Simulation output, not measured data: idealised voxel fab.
The following is a process module called voxel lift off.
We display cut, a cross-section 180 nm in width whose square cells are each 5 nm.
Format of a cross-section: grid, square cells. Given as bands. Order: top down. Band: one or more rows of cells. What a band's entry tells you: where the top is and where the bottom is, as heights in nm, and after that what lies inside, material by material from left to right, each with its width in nm. Empty space is written as the word "blank", and a single material marked with the word "edge to edge" occupies the band from edge to edge. The reference from which all heights are counted is 0, the level beneath which the as-received wafer is entirely one material; the lowest band, having no lower bound, proceeds downward and is written after the example "0 and below". The notation "30->40" denotes a width that varies across the rows of cells in the band, beginning at the first number in the top row, finishing at the second number in the bottom row, and changing by an identical amount from each row to the next. Any step labelled "remained the same" changed none of the cells in the cross-section. Under "Listed closed voids" you'll find the enclosed gaps, the ones with no way out to the top, that are 8 cells or bigger; each reads width x height at distance, with distance counted from the left edge, everything in nm. Past the settings on a step's line: simulator remark, on that step. overlay nm: right-of-plan distance of the mask on a masked step; negative values mean left-of-plan. Reading key. Pairs: pre-step and post-step cross-section, one process step apart; post-step view only to lowest changed band. Step between + settings: beneath pair. Runs: pairs may be from different runs of this module, same starting wafer. Continuation from pair above: only where "Ex-ante state" entry says.

-- Ex-ante state
> 0 and below = Si edge to edge
> Listed closed voids: none

-- Cut View, Post-Step
> 10 down to 0 = Al2O3 edge to edge
> Below 0 it's all the same as before, nothing changed down there.
> Listed closed voids: none
Step linking the sections shown: CONFORMAL_DEP | material Al2O3 | thk nm 10

Ex-ante state: just use the after drawing of the pair above as your starting point.

-- Cut View, Post-Step
> 30 down to 10 = 20 nm resist, then 20 nm blank, then 20 nm resist, then 20 nm blank, then 20 nm resist, then 20 nm blank, then 20 nm resist, then 20 nm blank, then 20 nm resist
> Below 10 it's all the same as before, nothing changed down there.
> Listed closed voids: none
Step linking the sections shown: PATTERN | tone open | mask id LINES | material resist | width nm 20 | pitch nm 40 | thk nm 20 | overlay nm 0

Ex-ante state: just use the after drawing of the pair above as your starting point.

-- Cut View, Post-Step
> 40 down to 30 = 20 nm Ru, then 20 nm blank, then 20 nm Ru, then 20 nm blank, then 20 nm Ru, then 20 nm blank, then 20 nm Ru, then 20 nm blank, then 20 nm Ru
> 30 down to 20 = 20 nm resist, then 20 nm blank, then 20 nm resist, then 20 nm blank, then 20 nm resist, then 20 nm blank, then 20 nm resist, then 20 nm blank, then 20 nm resist
> 20 down to 10 = 20 nm resist, then 20 nm Ru, then 20 nm resist, then 20 nm Ru, then 20 nm resist, then 20 nm Ru, then 20 nm resist, then 20 nm Ru, then 20 nm resist
> Below 10 it's all the same as before, nothing changed down there.
> Listed closed voids: none
Step linking the sections shown: DIRECTIONAL_DEP | material Ru | thk nm 10

Ex-ante state: just use the after drawing of the pair above as your starting point.

-- Cut View, Post-Step
> 20 down to 10 = 20 nm blank, then 20 nm Ru, then 20 nm blank, then 20 nm Ru, then 20 nm blank, then 20 nm Ru, then 20 nm blank, then 20 nm Ru, then 20 nm blank
> Below 10 it's all the same as before, nothing changed down there.
> Listed closed voids: none
Step linking the sections shown: STRIP | etch materials resist

Ex-ante state: just use the after drawing of the pair above as your starting point.

-- Cut View, Post-Step
> 30 down to 20 = 10 nm blank, then 160 nm SiN, then 10 nm blank
> 20 down to 10 = 20 nm SiN, then 20 nm Ru, then 20 nm SiN, then 20 nm Ru, then 20 nm SiN, then 20 nm Ru, then 20 nm SiN, then 20 nm Ru, then 20 nm SiN
> Below 10 it's all the same as before, nothing changed down there.
> Listed closed voids: none
Step linking the sections shown: CONFORMAL_DEP | material SiN | thk nm 10

-- Ex-ante state
> 30 down to 10 = 20 nm resist, then 20 nm blank, then 20 nm resist, then 20 nm blank, then 20 nm resist, then 20 nm blank, then 20 nm resist, then 20 nm blank, then 20 nm resist
> 10 down to 0 = Al2O3 edge to edge
> 0 and below = Si edge to edge
> Listed closed voids: none

-- Cut View, Post-Step
> 45 down to 30 = 20 nm Ru, then 20 nm blank, then 20 nm Ru, then 20 nm blank, then 20 nm Ru, then 20 nm blank, then 20 nm Ru, then 20 nm blank, then 20 nm Ru
> 30 down to 25 = 20 nm resist, then 20 nm blank, then 20 nm resist, then 20 nm blank, then 20 nm resist, then 20 nm blank, then 20 nm resist, then 20 nm blank, then 20 nm resist
> 25 down to 10 = 20 nm resist, then 20 nm Ru, then 20 nm resist, then 20 nm Ru, then 20 nm resist, then 20 nm Ru, then 20 nm resist, then 20 nm Ru, then 20 nm resist
> Below 10 it's all the same as before, nothing changed down there.
> Listed closed voids: none
Step linking the sections shown: DIRECTIONAL_DEP | material Ru | thk nm 15

Ex-ante state: just use the after drawing of the pair above as your starting point.

-- Cut View, Post-Step
> 25 down to 10 = 20 nm blank, then 20 nm Ru, then 20 nm blank, then 20 nm Ru, then 20 nm blank, then 20 nm Ru, then 20 nm blank, then 20 nm Ru, then 20 nm blank
> Below 10 it's all the same as before, nothing changed down there.
> Listed closed voids: none
Step linking the sections shown: STRIP | etch materials resist

Ex-ante state: just use the after drawing of the pair above as your starting point.

-- Cut View, Post-Step
> 35 down to 25 = 10 nm blank, then 160 nm SiN, then 10 nm blank
> 25 down to 20 = 10 nm blank, then 10 nm SiN, then 20 nm Ru, then 20 nm SiN, then 20 nm Ru, then 20 nm SiN, then 20 nm Ru, then 20 nm SiN, then 20 nm Ru, then 10 nm SiN, then 10 nm blank
> 20 down to 10 = 20 nm SiN, then 20 nm Ru, then 20 nm SiN, then 20 nm Ru, then 20 nm SiN, then 20 nm Ru, then 20 nm SiN, then 20 nm Ru, then 20 nm SiN
> Below 10 it's all the same as before, nothing changed down there.
> Listed closed voids: none
Step linking the sections shown: CONFORMAL_DEP | material SiN | thk nm 10

-- Ex-ante state
> 10 down to 0 = Al2O3 edge to edge
> 0 and below = Si edge to edge
> Listed closed voids: none

-- Cut View, Post-Step
> 30 down to 10 = 20 nm resist, then 25 nm blank, then 15 nm resist, then 25 nm blank, then 15 nm resist, then 25 nm blank, then 15 nm resist, then 25 nm blank, then 15 nm resist
> Below 10 it's all the same as before, nothing changed down there.
> Listed closed voids: none
Step linking the sections shown: PATTERN | tone open | mask id LINES | material resist | width nm 25 | pitch nm 40 | thk nm 20 | overlay nm 0

Ex-ante state: just use the after drawing of the pair above as your starting point.

-- Cut View, Post-Step
> 40 down to 30 = 20 nm Ru, then 25 nm blank, then 15 nm Ru, then 25 nm blank, then 15 nm Ru, then 25 nm blank, then 15 nm Ru, then 25 nm blank, then 15 nm Ru
> 30 down to 20 = 20 nm resist, then 25 nm blank, then 15 nm resist, then 25 nm blank, then 15 nm resist, then 25 nm blank, then 15 nm resist, then 25 nm blank, then 15 nm resist
> 20 down to 10 = 20 nm resist, then 25 nm Ru, then 15 nm resist, then 25 nm Ru, then 15 nm resist, then 25 nm Ru, then 15 nm resist, then 25 nm Ru, then 15 nm resist
> Below 10 it's all the same as before, nothing changed down there.
> Listed closed voids: none
Step linking the sections shown: DIRECTIONAL_DEP | material Ru | thk nm 10

Ex-ante state: just use the after drawing of the pair above as your starting point.

-- Cut View, Post-Step
> 20 down to 10 = 20 nm blank, then 25 nm Ru, then 15 nm blank, then 25 nm Ru, then 15 nm blank, then 25 nm Ru, then 15 nm blank, then 25 nm Ru, then 15 nm blank
> Below 10 it's all the same as before, nothing changed down there.
> Listed closed voids: none
Step linking the sections shown: STRIP | etch materials resist

Ex-ante state: just use the after drawing of the pair above as your starting point.

-- Cut View, Post-Step
> 30 down to 20 = 10 nm blank, then 165 nm SiN, then 5 nm blank
> 20 down to 10 = 20 nm SiN, then 25 nm Ru, then 15 nm SiN, then 25 nm Ru, then 15 nm SiN, then 25 nm Ru, then 15 nm SiN, then 25 nm Ru, then 15 nm SiN
> Below 10 it's all the same as before, nothing changed down there.
> Listed closed voids: none
Step linking the sections shown: CONFORMAL_DEP | material SiN | thk nm 10

-- Ex-ante state
> 10 down to 0 = Al2O3 edge to edge
> 0 and below = Si edge to edge
> Listed closed voids: none

-- Cut View, Post-Step
> 30 down to 10 = 15 nm resist, then 20 nm blank, then 20 nm resist, then 20 nm blank, then 20 nm resist, then 20 nm blank, then 20 nm resist, then 20 nm blank, then 25 nm resist
> Below 10 it's all the same as before, nothing changed down there.
> Listed closed voids: none
Step linking the sections shown: PATTERN | tone open | mask id LINES | material resist | width nm 20 | pitch nm 40 | thk nm 20 | overlay nm -5

Ex-ante state: just use the after drawing of the pair above as your starting point.

-- Cut View, Post-Step
> 40 down to 30 = 15 nm Ru, then 20 nm blank, then 20 nm Ru, then 20 nm blank, then 20 nm Ru, then 20 nm blank, then 20 nm Ru, then 20 nm blank, then 25 nm Ru
> 30 down to 20 = 15 nm resist, then 20 nm blank, then 20 nm resist, then 20 nm blank, then 20 nm resist, then 20 nm blank, then 20 nm resist, then 20 nm blank, then 25 nm resist
> 20 down to 10 = 15 nm resist, then 20 nm Ru, then 20 nm resist, then 20 nm Ru, then 20 nm resist, then 20 nm Ru, then 20 nm resist, then 20 nm Ru, then 25 nm resist
> Below 10 it's all the same as before, nothing changed down there.
> Listed closed voids: none
Step linking the sections shown: DIRECTIONAL_DEP | material Ru | thk nm 10

Ex-ante state: just use the after drawing of the pair above as your starting point.

-- Cut View, Post-Step
> 20 down to 10 = 15 nm blank, then 20 nm Ru, then 20 nm blank, then 20 nm Ru, then 20 nm blank, then 20 nm Ru, then 20 nm blank, then 20 nm Ru, then 25 nm blank
> Below 10 it's all the same as before, nothing changed down there.
> Listed closed voids: none
Step linking the sections shown: STRIP | etch materials resist

Ex-ante state: just use the after drawing of the pair above as your starting point.

-- Cut View, Post-Step
> 30 down to 20 = 5 nm blank, then 160 nm SiN, then 15 nm blank
> 20 down to 10 = 15 nm SiN, then 20 nm Ru, then 20 nm SiN, then 20 nm Ru, then 20 nm SiN, then 20 nm Ru, then 20 nm SiN, then 20 nm Ru, then 25 nm SiN
> Below 10 it's all the same as before, nothing changed down there.
> Listed closed voids: none
Step linking the sections shown: CONFORMAL_DEP | material SiN | thk nm 10

-- Ex-ante state
> 30 down to 10 = 20 nm resist, then 20 nm blank, then 20 nm resist, then 20 nm blank, then 20 nm resist, then 20 nm blank, then 20 nm resist, then 20 nm blank, then 20 nm resist
> 10 down to 0 = Al2O3 edge to edge
> 0 and below = Si edge to edge
> Listed closed voids: none

-- Cut View, Post-Step
> 40 down to 30 = 20 nm SiN, then 20 nm blank, then 20 nm SiN, then 20 nm blank, then 20 nm SiN, then 20 nm blank, then 20 nm SiN, then 20 nm blank, then 20 nm SiN
> 30 down to 20 = 20 nm resist, then 20 nm blank, then 20 nm resist, then 20 nm blank, then 20 nm resist, then 20 nm blank, then 20 nm resist, then 20 nm blank, then 20 nm resist
> 20 down to 10 = 20 nm resist, then 20 nm SiN, then 20 nm resist, then 20 nm SiN, then 20 nm resist, then 20 nm SiN, then 20 nm resist, then 20 nm SiN, then 20 nm resist
> Below 10 it's all the same as before, nothing changed down there.
> Listed closed voids: none
Step linking the sections shown: DIRECTIONAL_DEP | material SiN | thk nm 10

Ex-ante state: just use the after drawing of the pair above as your starting point.

-- Cut View, Post-Step
> 20 down to 10 = 20 nm blank, then 20 nm SiN, then 20 nm blank, then 20 nm SiN, then 20 nm blank, then 20 nm SiN, then 20 nm blank, then 20 nm SiN, then 20 nm blank
> Below 10 it's all the same as before, nothing changed down there.
> Listed closed voids: none
Step linking the sections shown: STRIP | etch materials resist

Ex-ante state: just use the after drawing of the pair above as your starting point.

-- Cut View, Post-Step
> 30 down to 20 = 10 nm blank, then 160 nm SiN, then 10 nm blank
> 20 down to 10 = SiN edge to edge
> Below 10 it's all the same as before, nothing changed down there.
> Listed closed voids: none
Step linking the sections shown: CONFORMAL_DEP | material SiN | thk nm 10

-- Ex-ante state
> 10 down to 0 = Al2O3 edge to edge
> 0 and below = Si edge to edge
> Listed closed voids: none

-- Cut View, Post-Step
> 30 down to 10 = 20 nm blank, then 20 nm resist, then 20 nm blank, then 20 nm resist, then 20 nm blank, then 20 nm resist, then 20 nm blank, then 20 nm resist, then 20 nm blank
> Below 10 it's all the same as before, nothing changed down there.
> Listed closed voids: none
Step linking the sections shown: PATTERN | tone cover | mask id LINES | material resist | width nm 20 | pitch nm 40 | thk nm 20 | overlay nm 0

Ex-ante state: just use the after drawing of the pair above as your starting point.

-- Cut View, Post-Step
> 40 down to 30 = 20 nm blank, then 20 nm Ru, then 20 nm blank, then 20 nm Ru, then 20 nm blank, then 20 nm Ru, then 20 nm blank, then 20 nm Ru, then 20 nm blank
> 30 down to 20 = 20 nm blank, then 20 nm resist, then 20 nm blank, then 20 nm resist, then 20 nm blank, then 20 nm resist, then 20 nm blank, then 20 nm resist, then 20 nm blank
> 20 down to 10 = 20 nm Ru, then 20 nm resist, then 20 nm Ru, then 20 nm resist, then 20 nm Ru, then 20 nm resist, then 20 nm Ru, then 20 nm resist, then 20 nm Ru
> Below 10 it's all the same as before, nothing changed down there.
> Listed closed voids: none
Step linking the sections shown: DIRECTIONAL_DEP | material Ru | thk nm 10

Ex-ante state: just use the after drawing of the pair above as your starting point.

-- Cut View, Post-Step
> 20 down to 10 = 20 nm Ru, then 20 nm blank, then 20 nm Ru, then 20 nm blank, then 20 nm Ru, then 20 nm blank, then 20 nm Ru, then 20 nm blank, then 20 nm Ru
> Below 10 it's all the same as before, nothing changed down there.
> Listed closed voids: none
Step linking the sections shown: STRIP | etch materials resist

Ex-ante state: just use the after drawing of the pair above as your starting point.

-- Cut View, Post-Step
> 30 down to 20 = SiN edge to edge
> 20 down to 10 = 20 nm Ru, then 20 nm SiN, then 20 nm Ru, then 20 nm SiN, then 20 nm Ru, then 20 nm SiN, then 20 nm Ru, then 20 nm SiN, then 20 nm Ru
> Below 10 it's all the same as before, nothing changed down there.
> Listed closed voids: none
Step linking the sections shown: CONFORMAL_DEP | material SiN | thk nm 10
